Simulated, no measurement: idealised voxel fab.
Process module name: voxel self aligned contacts
Cross-sectional view cut (width: 295 nm; square cell size: 5 nm).
Square cells in a grid make up a cross-section in this document, and the grid is given as bands, listed from the top down, each one or more rows of cells.
For a band, the entry starts with two heights in nm, that of the top and then that of the bottom, and carries on with the band's materials in order from left to right, each alongside its width in nm; the word "edge to edge" beside a single material means it fills the band edge to edge, and "empty" means empty space.
All heights in this document are referenced to 0, defined as the level beneath which the wafer, as received, consists entirely of one material. The lowest band is not bounded below; it extends indefinitely downward and is written in the form "0 -> down".
A width such as "30->40" changes by the same amount from each row of cells to the next, from the band's top row to its bottom row.
Step marked "no modification"? Then no cell in the cross-section changed in it.
Any empty space of 8 cells or more lacking an open way to the top shows up in "Enclosed void listing" as width x height at distance, distance from the left edge, in nm.
Post-settings text on a step line: simulator's own remark regarding the step.
You can add "overlay nm" to a step's line. For a step with a mask, it describes how far the mask lay to the right of its planned position, and a negative number describes a lay to the left.

### This section lists the process steps that were planned
- 1: op RECEIVE | material Si
- 2: op CONFORMAL_DEP | material SiO2 | thk nm 5
- 3: op DIRECTIONAL_DEP | material polySi | thk nm 25
- 4: op DIRECTIONAL_DEP | material SiN | thk nm 20
- 5: op PATTERN | tone cover | mask id GATE | material resist | width nm 30 | pitch nm 75 | thk nm 15 | overlay nm 0
- 6: op DIRECTIONAL_ETCH | etch materials SiN | depth nm 20
- 7: op DIRECTIONAL_ETCH | etch materials polySi | depth nm 25
- 8: op STRIP | etch materials resist
- 9: op CONFORMAL_DEP | material SiN | thk nm 10
- 10: op DIRECTIONAL_ETCH | etch materials SiN | depth nm 10
- 11: op FILL_DEP | material SiO2 | thk nm 15
- 12: op CMP | height nm 55
- 13: op MASKED_ETCH | tone open | mask id CONTACT | width nm 55 | etch materials SiO2 | depth nm 55 | overlay nm 0
- 14: op CONFORMAL_DEP | material TiN | thk nm 5
- 15: op FILL_DEP | material Ru | thk nm 5
- 16: op CMP | height nm 55
- 17: op CONFORMAL_DEP | material SiN | thk nm 5

### The first of a set of two wafers, run to plan

### So this is the incoming wafer in cross-section - it's already been through step 1
    0 -> down  Si edge to edge
    Enclosed void listing: none

### Cross-section of the wafer after step 2
    5 -> 0  SiO2 edge to edge
    Note: structure below 0 unchanged.

### Cross-section of the wafer after step 3
    30 -> 5  polySi edge to edge
    Note: structure below 5 unchanged.

### Cross-section of the wafer after step 4
    50 -> 30  SiN edge to edge
    Note: structure below 30 unchanged.

### Cross-section of the wafer after step 5
    65 -> 50  95 nm empty / 30 nm resist / 45 nm empty / 30 nm resist / 95 nm empty
    Note: structure below 50 unchanged.

### Cross-section of the wafer after step 6
    65 -> 50  95 nm empty / 30 nm resist / 45 nm empty / 30 nm resist / 95 nm empty
    50 -> 30  95 nm empty / 30 nm SiN / 45 nm empty / 30 nm SiN / 95 nm empty
    Note: structure below 30 unchanged.

### Cross-section of the wafer after step 7
    65 -> 50  95 nm empty / 30 nm resist / 45 nm empty / 30 nm resist / 95 nm empty
    50 -> 30  95 nm empty / 30 nm SiN / 45 nm empty / 30 nm SiN / 95 nm empty
    30 -> 5  95 nm empty / 30 nm polySi / 45 nm empty / 30 nm polySi / 95 nm empty
    Note: structure below 5 unchanged.

### Cross-section of the wafer after step 8
    50 -> 30  95 nm empty / 30 nm SiN / 45 nm empty / 30 nm SiN / 95 nm empty
    Note: structure below 30 unchanged.

### Cross-section of the wafer after step 9
    60 -> 30  85 nm empty / 50 nm SiN / 25 nm empty / 50 nm SiN / 85 nm empty
    30 -> 15  85 nm empty / 10 nm SiN / 30 nm polySi / 10 nm SiN / 25 nm empty / 10 nm SiN / 30 nm polySi / 10 nm SiN / 85 nm empty
    15 -> 5  95 nm SiN / 30 nm polySi / 45 nm SiN / 30 nm polySi / 95 nm SiN
    Note: structure below 5 unchanged.

### Cross-section of the wafer after step 10
    50 -> 30  85 nm empty / 50 nm SiN / 25 nm empty / 50 nm SiN / 85 nm empty
    30 -> 5  85 nm empty / 10 nm SiN / 30 nm polySi / 10 nm SiN / 25 nm empty / 10 nm SiN / 30 nm polySi / 10 nm SiN / 85 nm empty
    Note: structure below 5 unchanged.

### Cross-section of the wafer after step 11
    65 -> 50  SiO2 edge to edge
    50 -> 30  85 nm SiO2 / 50 nm SiN / 25 nm SiO2 / 50 nm SiN / 85 nm SiO2
    30 -> 5  85 nm SiO2 / 10 nm SiN / 30 nm polySi / 10 nm SiN / 25 nm SiO2 / 10 nm SiN / 30 nm polySi / 10 nm SiN / 85 nm SiO2
    Note: structure below 5 unchanged.

### Cross-section of the wafer after step 12
    55 -> 50  SiO2 edge to edge
    Note: structure below 50 unchanged.

### Cross-section of the wafer after step 13
    55 -> 50  120 nm SiO2 / 55 nm empty / 120 nm SiO2
    50 -> 30  85 nm SiO2 / 50 nm SiN / 25 nm empty / 50 nm SiN / 85 nm SiO2
    30 -> 5  85 nm SiO2 / 10 nm SiN / 30 nm polySi / 10 nm SiN / 25 nm empty / 10 nm SiN / 30 nm polySi / 10 nm SiN / 85 nm SiO2
    5 -> 0  135 nm SiO2 / 25 nm empty / 135 nm SiO2
    Note: structure below 0 unchanged.

### Cross-section of the wafer after step 14
    60 -> 55  125 nm TiN / 45 nm empty / 125 nm TiN
    55 -> 50  120 nm SiO2 / 20 nm TiN / 15 nm empty / 20 nm TiN / 120 nm SiO2
    50 -> 30  85 nm SiO2 / 50 nm SiN / 5 nm TiN / 15 nm empty / 5 nm TiN / 50 nm SiN / 85 nm SiO2
    30 -> 5  85 nm SiO2 / 10 nm SiN / 30 nm polySi / 10 nm SiN / 5 nm TiN / 15 nm empty / 5 nm TiN / 10 nm SiN / 30 nm polySi / 10 nm SiN / 85 nm SiO2
    5 -> 0  135 nm SiO2 / 25 nm TiN / 135 nm SiO2
    Note: structure below 0 unchanged.

### Cross-section of the wafer after step 15
    65 -> 60  Ru edge to edge
    60 -> 55  125 nm TiN / 45 nm Ru / 125 nm TiN
    55 -> 50  120 nm SiO2 / 20 nm TiN / 15 nm Ru / 20 nm TiN / 120 nm SiO2
    50 -> 30  85 nm SiO2 / 50 nm SiN / 5 nm TiN / 15 nm Ru / 5 nm TiN / 50 nm SiN / 85 nm SiO2
    30 -> 5  85 nm SiO2 / 10 nm SiN / 30 nm polySi / 10 nm SiN / 5 nm TiN / 15 nm Ru / 5 nm TiN / 10 nm SiN / 30 nm polySi / 10 nm SiN / 85 nm SiO2
    Note: structure below 5 unchanged.

### Cross-section of the wafer after step 16
    55 -> 50  120 nm SiO2 / 20 nm TiN / 15 nm Ru / 20 nm TiN / 120 nm SiO2
    Note: structure below 50 unchanged.

### Cross-section of the wafer after step 17
    60 -> 55  SiN edge to edge
    Note: structure below 55 unchanged.

### The remaining wafer, second of the two, started like the first and was run to the same plan, except that one mistake was made along the way; the two coincide through step 4, inclusive

### Second wafer, sectioned view, at step 5's planned end time
    65 -> 50  100 nm empty / 20 nm resist / 55 nm empty / 20 nm resist / 100 nm empty
    Note: structure below 50 unchanged.

### Second wafer, sectioned view, at step 6's planned end time
    65 -> 50  100 nm empty / 20 nm resist / 55 nm empty / 20 nm resist / 100 nm empty
    50 -> 30  100 nm empty / 20 nm SiN / 55 nm empty / 20 nm SiN / 100 nm empty
    Note: structure below 30 unchanged.

### Second wafer, sectioned view, at step 7's planned end time
    65 -> 50  100 nm empty / 20 nm resist / 55 nm empty / 20 nm resist / 100 nm empty
    50 -> 30  100 nm empty / 20 nm SiN / 55 nm empty / 20 nm SiN / 100 nm empty
    30 -> 5  100 nm empty / 20 nm polySi / 55 nm empty / 20 nm polySi / 100 nm empty
    Note: structure below 5 unchanged.

### Second wafer, sectioned view, at step 8's planned end time
    50 -> 30  100 nm empty / 20 nm SiN / 55 nm empty / 20 nm SiN / 100 nm empty
    Note: structure below 30 unchanged.

### Second wafer, sectioned view, at step 9's planned end time
    60 -> 30  90 nm empty / 40 nm SiN / 35 nm empty / 40 nm SiN / 90 nm empty
    30 -> 15  90 nm empty / 10 nm SiN / 20 nm polySi / 10 nm SiN / 35 nm empty / 10 nm SiN / 20 nm polySi / 10 nm SiN / 90 nm empty
    15 -> 5  100 nm SiN / 20 nm polySi / 55 nm SiN / 20 nm polySi / 100 nm SiN
    Note: structure below 5 unchanged.

### Second wafer, sectioned view, at step 10's planned end time
    50 -> 30  90 nm empty / 40 nm SiN / 35 nm empty / 40 nm SiN / 90 nm empty
    30 -> 5  90 nm empty / 10 nm SiN / 20 nm polySi / 10 nm SiN / 35 nm empty / 10 nm SiN / 20 nm polySi / 10 nm SiN / 90 nm empty
    Note: structure below 5 unchanged.

### Second wafer, sectioned view, at step 11's planned end time
    65 -> 50  SiO2 edge to edge
    50 -> 30  90 nm SiO2 / 40 nm SiN / 35 nm SiO2 / 40 nm SiN / 90 nm SiO2
    30 -> 5  90 nm SiO2 / 10 nm SiN / 20 nm polySi / 10 nm SiN / 35 nm SiO2 / 10 nm SiN / 20 nm polySi / 10 nm SiN / 90 nm SiO2
    Note: structure below 5 unchanged.

### Second wafer, sectioned view, at step 12's planned end time
    55 -> 50  SiO2 edge to edge
    Note: structure below 50 unchanged.

### Second wafer, sectioned view, at step 13's planned end time
    55 -> 50  120 nm SiO2 / 55 nm empty / 120 nm SiO2
    50 -> 30  90 nm SiO2 / 40 nm SiN / 35 nm empty / 40 nm SiN / 90 nm SiO2
    30 -> 5  90 nm SiO2 / 10 nm SiN / 20 nm polySi / 10 nm SiN / 35 nm empty / 10 nm SiN / 20 nm polySi / 10 nm SiN / 90 nm SiO2
    5 -> 0  130 nm SiO2 / 35 nm empty / 130 nm SiO2
    Note: structure below 0 unchanged.

### Second wafer, sectioned view, at step 14's planned end time
    60 -> 55  125 nm TiN / 45 nm empty / 125 nm TiN
    55 -> 50  120 nm SiO2 / 15 nm TiN / 25 nm empty / 15 nm TiN / 120 nm SiO2
    50 -> 30  90 nm SiO2 / 40 nm SiN / 5 nm TiN / 25 nm empty / 5 nm TiN / 40 nm SiN / 90 nm SiO2
    30 -> 5  90 nm SiO2 / 10 nm SiN / 20 nm polySi / 10 nm SiN / 5 nm TiN / 25 nm empty / 5 nm TiN / 10 nm SiN / 20 nm polySi / 10 nm SiN / 90 nm SiO2
    5 -> 0  130 nm SiO2 / 35 nm TiN / 130 nm SiO2
    Note: structure below 0 unchanged.

### Second wafer, sectioned view, at step 15's planned end time
    65 -> 60  Ru edge to edge
    60 -> 55  125 nm TiN / 45 nm Ru / 125 nm TiN
    55 -> 50  120 nm SiO2 / 15 nm TiN / 25 nm Ru / 15 nm TiN / 120 nm SiO2
    50 -> 30  90 nm SiO2 / 40 nm SiN / 5 nm TiN / 25 nm Ru / 5 nm TiN / 40 nm SiN / 90 nm SiO2
    30 -> 5  90 nm SiO2 / 10 nm SiN / 20 nm polySi / 10 nm SiN / 5 nm TiN / 25 nm Ru / 5 nm TiN / 10 nm SiN / 20 nm polySi / 10 nm SiN / 90 nm SiO2
    Note: structure below 5 unchanged.

### Second wafer, sectioned view, at step 16's planned end time
    55 -> 50  120 nm SiO2 / 15 nm TiN / 25 nm Ru / 15 nm TiN / 120 nm SiO2
    Note: structure below 50 unchanged.

### Second wafer, sectioned view, at step 17's planned end time
    60 -> 55  SiN edge to edge
    Note: structure below 55 unchanged.
Error vs. plan: step 5 ran as: op PATTERN | tone cover | mask id GATE | material resist | width nm 20 | pitch nm 75 | thk nm 15 | overlay nm 0
End of process, cell counts, second wafer against first, materials with more or fewer: 20 more of Ru; 16 fewer of SiN; 16 more of SiO2; 20 fewer of polySi
